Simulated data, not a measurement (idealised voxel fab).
Name of the process module below: voxel self aligned contacts
In the cross-section labelled cut, the width is 225 nm and each square cell is 5 nm.
A cross-section is written here as square cells arranged in a grid, and it is given in bands from the top down, each band taking up one or more rows of cells. Top height, bottom height, nm. Materials left to right, width each, nm. Single material + "everywhere" = fills band edge to edge. "blank" = empty. The level at which height equals 0 is the one under which the wafer, as it arrives, is entirely one material. No lower edge exists for the bottom band, which continues downward and is notated as in "0 nm and below". Read "30 to 40" as a graded width: first number on top, second number at the bottom, same change between each pair of neighbouring rows. "all unchanged" -> step changed no cross-section cell. Reported under the label "Closed void register" are the empty spaces having no open way to the top and comprising 8 cells or more; the notation for each is width x height at distance, in which the distance is measured from the left edge and all three values are in nm. Past the settings on a step's line: simulator remark, on that step. For masked steps, "overlay nm" on the step line gives how far right of plan the mask actually lay; a minus sign means it lay to the left.

-- Planned step list for the process
1) RECEIVE, material Si
2) OXIDIZE, depth nm 5
3) DIRECTIONAL_DEP, material polySi, thk nm 20
4) DIRECTIONAL_DEP, material SiN, thk nm 25
5) DIRECTIONAL_DEP, material aC, thk nm 10
6) PATTERN, tone cover, mask id GATE, material resist, width nm 25, pitch nm 70, thk nm 25, overlay nm 0
7) DIRECTIONAL_ETCH, etch materials aC, depth nm 10
8) STRIP, etch materials resist
9) DIRECTIONAL_ETCH, etch materials SiN, depth nm 25
10) DIRECTIONAL_ETCH, etch materials polySi, depth nm 20
11) STRIP, etch materials aC
12) CONFORMAL_DEP, material SiN, thk nm 10
13) DIRECTIONAL_ETCH, etch materials SiN, depth nm 10
14) FILL_DEP, material SiO2, thk nm 15
15) CMP, height nm 50
16) DIRECTIONAL_DEP, material aC, thk nm 10
17) PATTERN, tone open, mask id CONTACT, material resist, width nm 55, pitch nm 70, thk nm 30, overlay nm 0
18) DIRECTIONAL_ETCH, etch materials aC, depth nm 10
19) STRIP, etch materials resist
20) DIRECTIONAL_ETCH, etch materials SiO2, depth nm 55
21) STRIP, etch materials aC
22) CONFORMAL_DEP, material TiN, thk nm 5
23) FILL_DEP, material Ru, thk nm 10
24) CMP, height nm 50
25) CONFORMAL_DEP, material SiN, thk nm 5

-- The first wafer of two, processed as planned

-- As-received state of the wafer in cross-section, equivalent to post-step 1
* 0 nm and below  Si everywhere
* Closed void register: none

-- Cross-section: wafer state after step 2
* 0 nm to -5 nm  SiO2 everywhere
* Everything under -5 stays put, no change at all.

-- Cross-section: wafer state after step 3
* 20 nm to 0 nm  polySi everywhere
* Everything under 0 stays put, no change at all.

-- Cross-section: wafer state after step 4
* 45 nm to 20 nm  SiN everywhere
* Everything under 20 stays put, no change at all.

-- Cross-section: wafer state after step 5
* 55 nm to 45 nm  aC everywhere
* Everything under 45 stays put, no change at all.

-- Cross-section: wafer state after step 6
* 80 nm to 55 nm  blank 30, resist 25, blank 45, resist 25, blank 45, resist 25, blank 30
* Everything under 55 stays put, no change at all.

-- Cross-section: wafer state after step 7
* 70 nm to 55 nm  blank 30, resist 25, blank 45, resist 25, blank 45, resist 25, blank 30
* 55 nm to 45 nm  blank 30, aC 25, blank 45, aC 25, blank 45, aC 25, blank 30
* Everything under 45 stays put, no change at all.

-- Cross-section: wafer state after step 8
* 55 nm to 45 nm  blank 30, aC 25, blank 45, aC 25, blank 45, aC 25, blank 30
* Everything under 45 stays put, no change at all.

-- Cross-section: wafer state after step 9
* 55 nm to 45 nm  blank 30, aC 25, blank 45, aC 25, blank 45, aC 25, blank 30
* 45 nm to 20 nm  blank 30, SiN 25, blank 45, SiN 25, blank 45, SiN 25, blank 30
* Everything under 20 stays put, no change at all.

-- Cross-section: wafer state after step 10
* 55 nm to 45 nm  blank 30, aC 25, blank 45, aC 25, blank 45, aC 25, blank 30
* 45 nm to 20 nm  blank 30, SiN 25, blank 45, SiN 25, blank 45, SiN 25, blank 30
* 20 nm to 0 nm  blank 30, polySi 25, blank 45, polySi 25, blank 45, polySi 25, blank 30
* Everything under 0 stays put, no change at all.

-- Cross-section: wafer state after step 11
* 45 nm to 20 nm  blank 30, SiN 25, blank 45, SiN 25, blank 45, SiN 25, blank 30
* Everything under 20 stays put, no change at all.

-- Cross-section: wafer state after step 12
* 55 nm to 20 nm  blank 20, SiN 45, blank 25, SiN 45, blank 25, SiN 45, blank 20
* 20 nm to 10 nm  blank 20, SiN 10, polySi 25, SiN 10, blank 25, SiN 10, polySi 25, SiN 10, blank 25, SiN 10, polySi 25, SiN 10, blank 20
* 10 nm to 0 nm  SiN 30, polySi 25, SiN 45, polySi 25, SiN 45, polySi 25, SiN 30
* Everything under 0 stays put, no change at all.

-- Cross-section: wafer state after step 13
* 45 nm to 20 nm  blank 20, SiN 45, blank 25, SiN 45, blank 25, SiN 45, blank 20
* 20 nm to 0 nm  blank 20, SiN 10, polySi 25, SiN 10, blank 25, SiN 10, polySi 25, SiN 10, blank 25, SiN 10, polySi 25, SiN 10, blank 20
* Everything under 0 stays put, no change at all.

-- Cross-section: wafer state after step 14
* 60 nm to 45 nm  SiO2 everywhere
* 45 nm to 20 nm  SiO2 20, SiN 45, SiO2 25, SiN 45, SiO2 25, SiN 45, SiO2 20
* 20 nm to 0 nm  SiO2 20, SiN 10, polySi 25, SiN 10, SiO2 25, SiN 10, polySi 25, SiN 10, SiO2 25, SiN 10, polySi 25, SiN 10, SiO2 20
* Everything under 0 stays put, no change at all.

-- Cross-section: wafer state after step 15
* 50 nm to 45 nm  SiO2 everywhere
* Everything under 45 stays put, no change at all.

-- Cross-section: wafer state after step 16
* 60 nm to 50 nm  aC everywhere
* Everything under 50 stays put, no change at all.

-- Cross-section: wafer state after step 17
* 90 nm to 60 nm  resist 50, blank 55, resist 15, blank 55, resist 50
* Everything under 60 stays put, no change at all.

-- Cross-section: wafer state after step 18
* 80 nm to 60 nm  resist 50, blank 55, resist 15, blank 55, resist 50
* 60 nm to 50 nm  aC 50, blank 55, aC 15, blank 55, aC 50
* Everything under 50 stays put, no change at all.

-- Cross-section: wafer state after step 19
* 60 nm to 50 nm  aC 50, blank 55, aC 15, blank 55, aC 50
* Everything under 50 stays put, no change at all.

-- Cross-section: wafer state after step 20
* 60 nm to 50 nm  aC 50, blank 55, aC 15, blank 55, aC 50
* 50 nm to 45 nm  SiO2 50, blank 55, SiO2 15, blank 55, SiO2 50
* 45 nm to 20 nm  SiO2 20, SiN 45, blank 25, SiN 45, blank 25, SiN 45, SiO2 20
* 20 nm to 0 nm  SiO2 20, SiN 10, polySi 25, SiN 10, blank 25, SiN 10, polySi 25, SiN 10, blank 25, SiN 10, polySi 25, SiN 10, SiO2 20
* 0 nm to -5 nm  SiO2 65, blank 25, SiO2 45, blank 25, SiO2 65
* Everything under -5 stays put, no change at all.

-- Cross-section: wafer state after step 21
* 50 nm to 45 nm  SiO2 50, blank 55, SiO2 15, blank 55, SiO2 50
* Everything under 45 stays put, no change at all.

-- Cross-section: wafer state after step 22
* 55 nm to 50 nm  TiN 55, blank 45, TiN 25, blank 45, TiN 55
* 50 nm to 45 nm  SiO2 50, TiN 20, blank 15, TiN 20, SiO2 15, TiN 20, blank 15, TiN 20, SiO2 50
* 45 nm to 20 nm  SiO2 20, SiN 45, TiN 5, blank 15, TiN 5, SiN 45, TiN 5, blank 15, TiN 5, SiN 45, SiO2 20
* 20 nm to 0 nm  SiO2 20, SiN 10, polySi 25, SiN 10, TiN 5, blank 15, TiN 5, SiN 10, polySi 25, SiN 10, TiN 5, blank 15, TiN 5, SiN 10, polySi 25, SiN 10, SiO2 20
* 0 nm to -5 nm  SiO2 65, TiN 25, SiO2 45, TiN 25, SiO2 65
* Everything under -5 stays put, no change at all.

-- Cross-section: wafer state after step 23
* 65 nm to 55 nm  Ru everywhere
* 55 nm to 50 nm  TiN 55, Ru 45, TiN 25, Ru 45, TiN 55
* 50 nm to 45 nm  SiO2 50, TiN 20, Ru 15, TiN 20, SiO2 15, TiN 20, Ru 15, TiN 20, SiO2 50
* 45 nm to 20 nm  SiO2 20, SiN 45, TiN 5, Ru 15, TiN 5, SiN 45, TiN 5, Ru 15, TiN 5, SiN 45, SiO2 20
* 20 nm to 0 nm  SiO2 20, SiN 10, polySi 25, SiN 10, TiN 5, Ru 15, TiN 5, SiN 10, polySi 25, SiN 10, TiN 5, Ru 15, TiN 5, SiN 10, polySi 25, SiN 10, SiO2 20
* Everything under 0 stays put, no change at all.

-- Cross-section: wafer state after step 24
* 50 nm to 45 nm  SiO2 50, TiN 20, Ru 15, TiN 20, SiO2 15, TiN 20, Ru 15, TiN 20, SiO2 50
* Everything under 45 stays put, no change at all.

-- Cross-section: wafer state after step 25
* 55 nm to 50 nm  SiN everywhere
* Everything under 50 stays put, no change at all.

-- It is to be noted that the second wafer proceeded from the same initial state and according to the same plan as the first, although one mistake was committed in its execution; through step 16, inclusive, the two wafers share an identical history

-- Cross-sectional view of the second wafer at the intended end time of process step 17
* 90 nm to 60 nm  resist 45, blank 55, resist 15, blank 55, resist 55
* Everything under 60 stays put, no change at all.

-- Cross-sectional view of the second wafer at the intended end time of process step 18
* 80 nm to 60 nm  resist 45, blank 55, resist 15, blank 55, resist 55
* 60 nm to 50 nm  aC 45, blank 55, aC 15, blank 55, aC 55
* Everything under 50 stays put, no change at all.

-- Cross-sectional view of the second wafer at the intended end time of process step 19
* 60 nm to 50 nm  aC 45, blank 55, aC 15, blank 55, aC 55
* Everything under 50 stays put, no change at all.

-- Cross-sectional view of the second wafer at the intended end time of process step 20
* 60 nm to 50 nm  aC 45, blank 55, aC 15, blank 55, aC 55
* 50 nm to 45 nm  SiO2 45, blank 55, SiO2 15, blank 55, SiO2 55
* 45 nm to 20 nm  SiO2 20, SiN 45, blank 25, SiN 45, blank 25, SiN 45, SiO2 20
* 20 nm to 0 nm  SiO2 20, SiN 10, polySi 25, SiN 10, blank 25, SiN 10, polySi 25, SiN 10, blank 25, SiN 10, polySi 25, SiN 10, SiO2 20
* 0 nm to -5 nm  SiO2 65, blank 25, SiO2 45, blank 25, SiO2 65
* Everything under -5 stays put, no change at all.

-- Cross-sectional view of the second wafer at the intended end time of process step 21
* 50 nm to 45 nm  SiO2 45, blank 55, SiO2 15, blank 55, SiO2 55
* Everything under 45 stays put, no change at all.

-- Cross-sectional view of the second wafer at the intended end time of process step 22
* 55 nm to 50 nm  TiN 50, blank 45, TiN 25, blank 45, TiN 60
* 50 nm to 45 nm  SiO2 45, TiN 25, blank 15, TiN 15, SiO2 15, TiN 25, blank 15, TiN 15, SiO2 55
* 45 nm to 20 nm  SiO2 20, SiN 45, TiN 5, blank 15, TiN 5, SiN 45, TiN 5, blank 15, TiN 5, SiN 45, SiO2 20
* 20 nm to 0 nm  SiO2 20, SiN 10, polySi 25, SiN 10, TiN 5, blank 15, TiN 5, SiN 10, polySi 25, SiN 10, TiN 5, blank 15, TiN 5, SiN 10, polySi 25, SiN 10, SiO2 20
* 0 nm to -5 nm  SiO2 65, TiN 25, SiO2 45, TiN 25, SiO2 65
* Everything under -5 stays put, no change at all.

-- Cross-sectional view of the second wafer at the intended end time of process step 23
* 65 nm to 55 nm  Ru everywhere
* 55 nm to 50 nm  TiN 50, Ru 45, TiN 25, Ru 45, TiN 60
* 50 nm to 45 nm  SiO2 45, TiN 25, Ru 15, TiN 15, SiO2 15, TiN 25, Ru 15, TiN 15, SiO2 55
* 45 nm to 20 nm  SiO2 20, SiN 45, TiN 5, Ru 15, TiN 5, SiN 45, TiN 5, Ru 15, TiN 5, SiN 45, SiO2 20
* 20 nm to 0 nm  SiO2 20, SiN 10, polySi 25, SiN 10, TiN 5, Ru 15, TiN 5, SiN 10, polySi 25, SiN 10, TiN 5, Ru 15, TiN 5, SiN 10, polySi 25, SiN 10, SiO2 20
* Everything under 0 stays put, no change at all.

-- Cross-sectional view of the second wafer at the intended end time of process step 24
* 50 nm to 45 nm  SiO2 45, TiN 25, Ru 15, TiN 15, SiO2 15, TiN 25, Ru 15, TiN 15, SiO2 55
* Everything under 45 stays put, no change at all.

-- Cross-sectional view of the second wafer at the intended end time of process step 25
* 55 nm to 50 nm  SiN everywhere
* Everything under 50 stays put, no change at all.
Nonconformance to the process plan: planned and actual differ for step 17; actual: PATTERN, tone open, mask id CONTACT, material resist, width nm 55, pitch nm 70, thk nm 30, overlay nm -5
By the end, you'd get the same cell count for each material on either wafer, but the second wafer puts them somewhere else.
